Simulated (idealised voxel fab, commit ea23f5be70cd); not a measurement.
The process module that follows is named voxel gate over fins.
We display cut, a cross-section 230 nm in width whose square cells are each 5 nm.
Cross-section = grid of square cells, listed top down in bands; band = one or more rows. Each band's line starts with the height of the band's top and of its bottom, in nm. Then come its materials from left to right, each with its width in nm. One material with "full width" fills the band from edge to edge. "air" is empty space. Convention: height 0 is the level below which the wafer, as received, is all one material. The lowest band does not terminate at the bottom but continues downward, represented as "top 0, no bottom". Width "30->40": first value at the band's top row of cells, second value at its bottom row, equal change from row to row. "no alterations made" after a step means that no cell of the cross-section changed. "Completely sealed voids" means: voids of 8 cells or more that are shut off from the top with no open way through. Written width x height at distance, distance from the left edge, in nm. Whatever follows a step's settings on its line is a remark the simulator itself makes about that step. Steps that use a mask can have "overlay nm" on their line. It says how far the mask sat to the right of where it was meant to be. Negative means to the left.

### Planned step list for the process
step 1: RECEIVE, material Si
step 2: CONFORMAL_DEP, material SiN, thk nm 10
step 3: PATTERN, tone cover, mask id FINS, material resist, width nm 15, pitch nm 50, thk nm 15, overlay nm 0
step 4: DIRECTIONAL_ETCH, etch materials SiN, depth nm 10
step 5: DIRECTIONAL_ETCH, etch materials Si, depth nm 35
step 6: STRIP, etch materials resist
step 7: OXIDIZE, depth nm 5
step 8: FILL_DEP, material SiO2, thk nm 5
step 9: CMP, height nm 10
step 10: DIRECTIONAL_DEP, material aC, thk nm 10
step 11: PATTERN, tone open, mask id RAIL, material resist, width nm 15, thk nm 30, overlay nm 0
step 12: DIRECTIONAL_ETCH, etch materials aC, depth nm 10
step 13: STRIP, etch materials resist
step 14: DIRECTIONAL_ETCH, etch materials SiO2, depth nm 40
step 15: STRIP, etch materials aC
step 16: CONFORMAL_DEP, material TiN, thk nm 5
step 17: FILL_DEP, material W, thk nm 10
step 18: CMP, height nm 10
step 19: SELECTIVE_ETCH, etch materials W Ru TiN, depth nm 25
step 20: FILL_DEP, material SiO2, thk nm 5
step 21: CMP, height nm 10
step 22: SELECTIVE_ETCH, etch materials SiO2, depth nm 20
step 23: STRIP, etch materials SiN
step 24: CONFORMAL_DEP, material HfO2, thk nm 5
step 25: CONFORMAL_DEP, material TiN, thk nm 5
step 26: CONFORMAL_DEP, material TiAl, thk nm 5
step 27: CONFORMAL_DEP, material TiN, thk nm 5
step 28: FILL_DEP, material W, thk nm 15
step 29: CMP, height nm 30
step 30: CONFORMAL_DEP, material SiCN, thk nm 5

### The first wafer of two, processed as planned

### So this is the incoming wafer in cross-section - it's already been through step 1
	top 0, no bottom = Si full width
	Completely sealed voids: none

### Wafer section view after processing step 2
	top 10, bottom 0 = SiN full width
	Under the height 0 nothing was changed.

### Wafer section view after processing step 3
	top 25, bottom 10 = air 55 nm; resist 15 nm; air 35 nm; resist 15 nm; air 35 nm; resist 15 nm; air 60 nm
	Under the height 10 nothing was changed.

### Wafer section view after processing step 4
	top 25, bottom 10 = air 55 nm; resist 15 nm; air 35 nm; resist 15 nm; air 35 nm; resist 15 nm; air 60 nm
	top 10, bottom 0 = air 55 nm; SiN 15 nm; air 35 nm; SiN 15 nm; air 35 nm; SiN 15 nm; air 60 nm
	Under the height 0 nothing was changed.

### Wafer section view after processing step 5
	top 25, bottom 10 = air 55 nm; resist 15 nm; air 35 nm; resist 15 nm; air 35 nm; resist 15 nm; air 60 nm
	top 10, bottom 0 = air 55 nm; SiN 15 nm; air 35 nm; SiN 15 nm; air 35 nm; SiN 15 nm; air 60 nm
	top 0, bottom -35 = air 55 nm; Si 15 nm; air 35 nm; Si 15 nm; air 35 nm; Si 15 nm; air 60 nm
	Under the height -35 nothing was changed.

### Wafer section view after processing step 6
	top 10, bottom 0 = air 55 nm; SiN 15 nm; air 35 nm; SiN 15 nm; air 35 nm; SiN 15 nm; air 60 nm
	Under the height 0 nothing was changed.

### Wafer section view after processing step 7
	top 10, bottom 0 = air 55 nm; SiN 15 nm; air 35 nm; SiN 15 nm; air 35 nm; SiN 15 nm; air 60 nm
	top 0, bottom -35 = air 55 nm; SiO2 5 nm; Si 5 nm; SiO2 5 nm; air 35 nm; SiO2 5 nm; Si 5 nm; SiO2 5 nm; air 35 nm; SiO2 5 nm; Si 5 nm; SiO2 5 nm; air 60 nm
	top -35, bottom -40 = SiO2 60 nm; Si 5 nm; SiO2 45 nm; Si 5 nm; SiO2 45 nm; Si 5 nm; SiO2 65 nm
	Under the height -40 nothing was changed.

### Wafer section view after processing step 8
	top 15, bottom 10 = SiO2 full width
	top 10, bottom 0 = SiO2 55 nm; SiN 15 nm; SiO2 35 nm; SiN 15 nm; SiO2 35 nm; SiN 15 nm; SiO2 60 nm
	top 0, bottom -40 = SiO2 60 nm; Si 5 nm; SiO2 45 nm; Si 5 nm; SiO2 45 nm; Si 5 nm; SiO2 65 nm
	Under the height -40 nothing was changed.

### Wafer section view after processing step 9
	top 10, bottom 0 = SiO2 55 nm; SiN 15 nm; SiO2 35 nm; SiN 15 nm; SiO2 35 nm; SiN 15 nm; SiO2 60 nm
	Under the height 0 nothing was changed.

### Wafer section view after processing step 10
	top 20, bottom 10 = aC full width
	Under the height 10 nothing was changed.

### Wafer section view after processing step 11
	top 50, bottom 20 = resist 80 nm; air 15 nm; resist 135 nm
	Under the height 20 nothing was changed.

### Wafer section view after processing step 12
	top 40, bottom 20 = resist 80 nm; air 15 nm; resist 135 nm
	top 20, bottom 10 = aC 80 nm; air 15 nm; aC 135 nm
	Under the height 10 nothing was changed.

### Wafer section view after processing step 13
	top 20, bottom 10 = aC 80 nm; air 15 nm; aC 135 nm
	Under the height 10 nothing was changed.

### Wafer section view after processing step 14
	top 20, bottom 10 = aC 80 nm; air 15 nm; aC 135 nm
	top 10, bottom 0 = SiO2 55 nm; SiN 15 nm; SiO2 10 nm; air 15 nm; SiO2 10 nm; SiN 15 nm; SiO2 35 nm; SiN 15 nm; SiO2 60 nm
	top 0, bottom -30 = SiO2 60 nm; Si 5 nm; SiO2 15 nm; air 15 nm; SiO2 15 nm; Si 5 nm; SiO2 45 nm; Si 5 nm; SiO2 65 nm
	Under the height -30 nothing was changed.

### Wafer section view after processing step 15
	top 10, bottom 0 = SiO2 55 nm; SiN 15 nm; SiO2 10 nm; air 15 nm; SiO2 10 nm; SiN 15 nm; SiO2 35 nm; SiN 15 nm; SiO2 60 nm
	Under the height 0 nothing was changed.

### Wafer section view after processing step 16
	top 15, bottom 10 = TiN 85 nm; air 5 nm; TiN 140 nm
	top 10, bottom 0 = SiO2 55 nm; SiN 15 nm; SiO2 10 nm; TiN 5 nm; air 5 nm; TiN 5 nm; SiO2 10 nm; SiN 15 nm; SiO2 35 nm; SiN 15 nm; SiO2 60 nm
	top 0, bottom -25 = SiO2 60 nm; Si 5 nm; SiO2 15 nm; TiN 5 nm; air 5 nm; TiN 5 nm; SiO2 15 nm; Si 5 nm; SiO2 45 nm; Si 5 nm; SiO2 65 nm
	top -25, bottom -30 = SiO2 60 nm; Si 5 nm; SiO2 15 nm; TiN 15 nm; SiO2 15 nm; Si 5 nm; SiO2 45 nm; Si 5 nm; SiO2 65 nm
	Under the height -30 nothing was changed.

### Wafer section view after processing step 17
	top 25, bottom 15 = W full width
	top 15, bottom 10 = TiN 85 nm; W 5 nm; TiN 140 nm
	top 10, bottom 0 = SiO2 55 nm; SiN 15 nm; SiO2 10 nm; TiN 5 nm; W 5 nm; TiN 5 nm; SiO2 10 nm; SiN 15 nm; SiO2 35 nm; SiN 15 nm; SiO2 60 nm
	top 0, bottom -25 = SiO2 60 nm; Si 5 nm; SiO2 15 nm; TiN 5 nm; W 5 nm; TiN 5 nm; SiO2 15 nm; Si 5 nm; SiO2 45 nm; Si 5 nm; SiO2 65 nm
	Under the height -25 nothing was changed.

### Wafer section view after processing step 18
	top 10, bottom 0 = SiO2 55 nm; SiN 15 nm; SiO2 10 nm; TiN 5 nm; W 5 nm; TiN 5 nm; SiO2 10 nm; SiN 15 nm; SiO2 35 nm; SiN 15 nm; SiO2 60 nm
	Under the height 0 nothing was changed.

### Wafer section view after processing step 19
	top 10, bottom 0 = SiO2 55 nm; SiN 15 nm; SiO2 10 nm; air 15 nm; SiO2 10 nm; SiN 15 nm; SiO2 35 nm; SiN 15 nm; SiO2 60 nm
	top 0, bottom -15 = SiO2 60 nm; Si 5 nm; SiO2 15 nm; air 15 nm; SiO2 15 nm; Si 5 nm; SiO2 45 nm; Si 5 nm; SiO2 65 nm
	Under the height -15 nothing was changed.

### Wafer section view after processing step 20
	top 15, bottom 10 = SiO2 full width
	top 10, bottom 0 = SiO2 55 nm; SiN 15 nm; SiO2 35 nm; SiN 15 nm; SiO2 35 nm; SiN 15 nm; SiO2 60 nm
	top 0, bottom -15 = SiO2 60 nm; Si 5 nm; SiO2 45 nm; Si 5 nm; SiO2 45 nm; Si 5 nm; SiO2 65 nm
	Under the height -15 nothing was changed.

### Wafer section view after processing step 21
	top 10, bottom 0 = SiO2 55 nm; SiN 15 nm; SiO2 35 nm; SiN 15 nm; SiO2 35 nm; SiN 15 nm; SiO2 60 nm
	Under the height 0 nothing was changed.

### Wafer section view after processing step 22
	top 10, bottom 0 = air 55 nm; SiN 15 nm; air 35 nm; SiN 15 nm; air 35 nm; SiN 15 nm; air 60 nm
	top 0, bottom -10 = air 60 nm; Si 5 nm; air 45 nm; Si 5 nm; air 45 nm; Si 5 nm; air 65 nm
	Under the height -10 nothing was changed.

### Wafer section view after processing step 23
	top 0, bottom -10 = air 60 nm; Si 5 nm; air 45 nm; Si 5 nm; air 45 nm; Si 5 nm; air 65 nm
	Under the height -10 nothing was changed.

### Wafer section view after processing step 24
	top 5, bottom 0 = air 55 nm; HfO2 15 nm; air 35 nm; HfO2 15 nm; air 35 nm; HfO2 15 nm; air 60 nm
	top 0, bottom -5 = air 55 nm; HfO2 5 nm; Si 5 nm; HfO2 5 nm; air 35 nm; HfO2 5 nm; Si 5 nm; HfO2 5 nm; air 35 nm; HfO2 5 nm; Si 5 nm; HfO2 5 nm; air 60 nm
	top -5, bottom -10 = HfO2 60 nm; Si 5 nm; HfO2 45 nm; Si 5 nm; HfO2 45 nm; Si 5 nm; HfO2 65 nm
	Under the height -10 nothing was changed.

### Wafer section view after processing step 25
	top 10, bottom 5 = air 50 nm; TiN 25 nm; air 25 nm; TiN 25 nm; air 25 nm; TiN 25 nm; air 55 nm
	top 5, bottom 0 = air 50 nm; TiN 5 nm; HfO2 15 nm; TiN 5 nm; air 25 nm; TiN 5 nm; HfO2 15 nm; TiN 5 nm; air 25 nm; TiN 5 nm; HfO2 15 nm; TiN 5 nm; air 55 nm
	top 0, bottom -5 = TiN 55 nm; HfO2 5 nm; Si 5 nm; HfO2 5 nm; TiN 35 nm; HfO2 5 nm; Si 5 nm; HfO2 5 nm; TiN 35 nm; HfO2 5 nm; Si 5 nm; HfO2 5 nm; TiN 60 nm
	Under the height -5 nothing was changed.

### Wafer section view after processing step 26
	top 15, bottom 10 = air 45 nm; TiAl 35 nm; air 15 nm; TiAl 35 nm; air 15 nm; TiAl 35 nm; air 50 nm
	top 10, bottom 5 = air 45 nm; TiAl 5 nm; TiN 25 nm; TiAl 5 nm; air 15 nm; TiAl 5 nm; TiN 25 nm; TiAl 5 nm; air 15 nm; TiAl 5 nm; TiN 25 nm; TiAl 5 nm; air 50 nm
	top 5, bottom 0 = TiAl 50 nm; TiN 5 nm; HfO2 15 nm; TiN 5 nm; TiAl 25 nm; TiN 5 nm; HfO2 15 nm; TiN 5 nm; TiAl 25 nm; TiN 5 nm; HfO2 15 nm; TiN 5 nm; TiAl 55 nm
	Under the height 0 nothing was changed.

### Wafer section view after processing step 27
	top 20, bottom 15 = air 40 nm; TiN 45 nm; air 5 nm; TiN 45 nm; air 5 nm; TiN 45 nm; air 45 nm
	top 15, bottom 10 = air 40 nm; TiN 5 nm; TiAl 35 nm; TiN 5 nm; air 5 nm; TiN 5 nm; TiAl 35 nm; TiN 5 nm; air 5 nm; TiN 5 nm; TiAl 35 nm; TiN 5 nm; air 45 nm
	top 10, bottom 5 = TiN 45 nm; TiAl 5 nm; TiN 25 nm; TiAl 5 nm; TiN 15 nm; TiAl 5 nm; TiN 25 nm; TiAl 5 nm; TiN 15 nm; TiAl 5 nm; TiN 25 nm; TiAl 5 nm; TiN 50 nm
	Under the height 5 nothing was changed.

### Wafer section view after processing step 28
	top 35, bottom 20 = W full width
	top 20, bottom 15 = W 40 nm; TiN 45 nm; W 5 nm; TiN 45 nm; W 5 nm; TiN 45 nm; W 45 nm
	top 15, bottom 10 = W 40 nm; TiN 5 nm; TiAl 35 nm; TiN 5 nm; W 5 nm; TiN 5 nm; TiAl 35 nm; TiN 5 nm; W 5 nm; TiN 5 nm; TiAl 35 nm; TiN 5 nm; W 45 nm
	Under the height 10 nothing was changed.

### Wafer section view after processing step 29
	top 30, bottom 20 = W full width
	Under the height 20 nothing was changed.

### Wafer section view after processing step 30
	top 35, bottom 30 = SiCN full width
	Under the height 30 nothing was changed.

### Here the second wafer is described. Its start and its plan were those of the first wafer. Its run contained one mistake. Up to and including step 10, it did exactly what the first wafer did

### Cross-section, second wafer, at the end time the plan gives for step 11
	top 50, bottom 20 = resist 75 nm; air 15 nm; resist 140 nm
	Under the height 20 nothing was changed.

### Cross-section, second wafer, at the end time the plan gives for step 12
	top 40, bottom 20 = resist 75 nm; air 15 nm; resist 140 nm
	top 20, bottom 10 = aC 75 nm; air 15 nm; aC 140 nm
	Under the height 10 nothing was changed.

### Cross-section, second wafer, at the end time the plan gives for step 13
	top 20, bottom 10 = aC 75 nm; air 15 nm; aC 140 nm
	Under the height 10 nothing was changed.

### Cross-section, second wafer, at the end time the plan gives for step 14
	top 20, bottom 10 = aC 75 nm; air 15 nm; aC 140 nm
	top 10, bottom 0 = SiO2 55 nm; SiN 15 nm; SiO2 5 nm; air 15 nm; SiO2 15 nm; SiN 15 nm; SiO2 35 nm; SiN 15 nm; SiO2 60 nm
	top 0, bottom -30 = SiO2 60 nm; Si 5 nm; SiO2 10 nm; air 15 nm; SiO2 20 nm; Si 5 nm; SiO2 45 nm; Si 5 nm; SiO2 65 nm
	Under the height -30 nothing was changed.

### Cross-section, second wafer, at the end time the plan gives for step 15
	top 10, bottom 0 = SiO2 55 nm; SiN 15 nm; SiO2 5 nm; air 15 nm; SiO2 15 nm; SiN 15 nm; SiO2 35 nm; SiN 15 nm; SiO2 60 nm
	Under the height 0 nothing was changed.

### Cross-section, second wafer, at the end time the plan gives for step 16
	top 15, bottom 10 = TiN 80 nm; air 5 nm; TiN 145 nm
	top 10, bottom 0 = SiO2 55 nm; SiN 15 nm; SiO2 5 nm; TiN 5 nm; air 5 nm; TiN 5 nm; SiO2 15 nm; SiN 15 nm; SiO2 35 nm; SiN 15 nm; SiO2 60 nm
	top 0, bottom -25 = SiO2 60 nm; Si 5 nm; SiO2 10 nm; TiN 5 nm; air 5 nm; TiN 5 nm; SiO2 20 nm; Si 5 nm; SiO2 45 nm; Si 5 nm; SiO2 65 nm
	top -25, bottom -30 = SiO2 60 nm; Si 5 nm; SiO2 10 nm; TiN 15 nm; SiO2 20 nm; Si 5 nm; SiO2 45 nm; Si 5 nm; SiO2 65 nm
	Under the height -30 nothing was changed.

### Cross-section, second wafer, at the end time the plan gives for step 17
	top 25, bottom 15 = W full width
	top 15, bottom 10 = TiN 80 nm; W 5 nm; TiN 145 nm
	top 10, bottom 0 = SiO2 55 nm; SiN 15 nm; SiO2 5 nm; TiN 5 nm; W 5 nm; TiN 5 nm; SiO2 15 nm; SiN 15 nm; SiO2 35 nm; SiN 15 nm; SiO2 60 nm
	top 0, bottom -25 = SiO2 60 nm; Si 5 nm; SiO2 10 nm; TiN 5 nm; W 5 nm; TiN 5 nm; SiO2 20 nm; Si 5 nm; SiO2 45 nm; Si 5 nm; SiO2 65 nm
	Under the height -25 nothing was changed.

### Cross-section, second wafer, at the end time the plan gives for step 18
	top 10, bottom 0 = SiO2 55 nm; SiN 15 nm; SiO2 5 nm; TiN 5 nm; W 5 nm; TiN 5 nm; SiO2 15 nm; SiN 15 nm; SiO2 35 nm; SiN 15 nm; SiO2 60 nm
	Under the height 0 nothing was changed.

### Cross-section, second wafer, at the end time the plan gives for step 19
	top 10, bottom 0 = SiO2 55 nm; SiN 15 nm; SiO2 5 nm; air 15 nm; SiO2 15 nm; SiN 15 nm; SiO2 35 nm; SiN 15 nm; SiO2 60 nm
	top 0, bottom -15 = SiO2 60 nm; Si 5 nm; SiO2 10 nm; air 15 nm; SiO2 20 nm; Si 5 nm; SiO2 45 nm; Si 5 nm; SiO2 65 nm
	Under the height -15 nothing was changed.

### Cross-section, second wafer, at the end time the plan gives for step 20
	top 15, bottom 10 = SiO2 full width
	top 10, bottom 0 = SiO2 55 nm; SiN 15 nm; SiO2 35 nm; SiN 15 nm; SiO2 35 nm; SiN 15 nm; SiO2 60 nm
	top 0, bottom -15 = SiO2 60 nm; Si 5 nm; SiO2 45 nm; Si 5 nm; SiO2 45 nm; Si 5 nm; SiO2 65 nm
	Under the height -15 nothing was changed.

### Cross-section, second wafer, at the end time the plan gives for step 21
	top 10, bottom 0 = SiO2 55 nm; SiN 15 nm; SiO2 35 nm; SiN 15 nm; SiO2 35 nm; SiN 15 nm; SiO2 60 nm
	Under the height 0 nothing was changed.

### Cross-section, second wafer, at the end time the plan gives for step 22
	top 10, bottom 0 = air 55 nm; SiN 15 nm; air 35 nm; SiN 15 nm; air 35 nm; SiN 15 nm; air 60 nm
	top 0, bottom -10 = air 60 nm; Si 5 nm; air 45 nm; Si 5 nm; air 45 nm; Si 5 nm; air 65 nm
	Under the height -10 nothing was changed.

### Cross-section, second wafer, at the end time the plan gives for step 23
	top 0, bottom -10 = air 60 nm; Si 5 nm; air 45 nm; Si 5 nm; air 45 nm; Si 5 nm; air 65 nm
	Under the height -10 nothing was changed.

### Cross-section, second wafer, at the end time the plan gives for step 24
	top 5, bottom 0 = air 55 nm; HfO2 15 nm; air 35 nm; HfO2 15 nm; air 35 nm; HfO2 15 nm; air 60 nm
	top 0, bottom -5 = air 55 nm; HfO2 5 nm; Si 5 nm; HfO2 5 nm; air 35 nm; HfO2 5 nm; Si 5 nm; HfO2 5 nm; air 35 nm; HfO2 5 nm; Si 5 nm; HfO2 5 nm; air 60 nm
	top -5, bottom -10 = HfO2 60 nm; Si 5 nm; HfO2 45 nm; Si 5 nm; HfO2 45 nm; Si 5 nm; HfO2 65 nm
	Under the height -10 nothing was changed.

### Cross-section, second wafer, at the end time the plan gives for step 25
	top 10, bottom 5 = air 50 nm; TiN 25 nm; air 25 nm; TiN 25 nm; air 25 nm; TiN 25 nm; air 55 nm
	top 5, bottom 0 = air 50 nm; TiN 5 nm; HfO2 15 nm; TiN 5 nm; air 25 nm; TiN 5 nm; HfO2 15 nm; TiN 5 nm; air 25 nm; TiN 5 nm; HfO2 15 nm; TiN 5 nm; air 55 nm
	top 0, bottom -5 = TiN 55 nm; HfO2 5 nm; Si 5 nm; HfO2 5 nm; TiN 35 nm; HfO2 5 nm; Si 5 nm; HfO2 5 nm; TiN 35 nm; HfO2 5 nm; Si 5 nm; HfO2 5 nm; TiN 60 nm
	Under the height -5 nothing was changed.

### Cross-section, second wafer, at the end time the plan gives for step 26
	top 15, bottom 10 = air 45 nm; TiAl 35 nm; air 15 nm; TiAl 35 nm; air 15 nm; TiAl 35 nm; air 50 nm
	top 10, bottom 5 = air 45 nm; TiAl 5 nm; TiN 25 nm; TiAl 5 nm; air 15 nm; TiAl 5 nm; TiN 25 nm; TiAl 5 nm; air 15 nm; TiAl 5 nm; TiN 25 nm; TiAl 5 nm; air 50 nm
	top 5, bottom 0 = TiAl 50 nm; TiN 5 nm; HfO2 15 nm; TiN 5 nm; TiAl 25 nm; TiN 5 nm; HfO2 15 nm; TiN 5 nm; TiAl 25 nm; TiN 5 nm; HfO2 15 nm; TiN 5 nm; TiAl 55 nm
	Under the height 0 nothing was changed.

### Cross-section, second wafer, at the end time the plan gives for step 27
	top 20, bottom 15 = air 40 nm; TiN 45 nm; air 5 nm; TiN 45 nm; air 5 nm; TiN 45 nm; air 45 nm
	top 15, bottom 10 = air 40 nm; TiN 5 nm; TiAl 35 nm; TiN 5 nm; air 5 nm; TiN 5 nm; TiAl 35 nm; TiN 5 nm; air 5 nm; TiN 5 nm; TiAl 35 nm; TiN 5 nm; air 45 nm
	top 10, bottom 5 = TiN 45 nm; TiAl 5 nm; TiN 25 nm; TiAl 5 nm; TiN 15 nm; TiAl 5 nm; TiN 25 nm; TiAl 5 nm; TiN 15 nm; TiAl 5 nm; TiN 25 nm; TiAl 5 nm; TiN 50 nm
	Under the height 5 nothing was changed.

### Cross-section, second wafer, at the end time the plan gives for step 28
	top 35, bottom 20 = W full width
	top 20, bottom 15 = W 40 nm; TiN 45 nm; W 5 nm; TiN 45 nm; W 5 nm; TiN 45 nm; W 45 nm
	top 15, bottom 10 = W 40 nm; TiN 5 nm; TiAl 35 nm; TiN 5 nm; W 5 nm; TiN 5 nm; TiAl 35 nm; TiN 5 nm; W 5 nm; TiN 5 nm; TiAl 35 nm; TiN 5 nm; W 45 nm
	Under the height 10 nothing was changed.

### Cross-section, second wafer, at the end time the plan gives for step 29
	top 30, bottom 20 = W full width
	Under the height 20 nothing was changed.

### Cross-section, second wafer, at the end time the plan gives for step 30
	top 35, bottom 30 = SiCN full width
	Under the height 30 nothing was changed.
In executing the process, a mistake was made relative to the plan: step 11: run off-plan, actual operation and settings PATTERN, tone open, mask id RAIL, material resist, width nm 15, thk nm 30, overlay nm -5
At the end, each material covers as many cells on the second wafer as it does on the first, though the cells it covers are elsewhere.
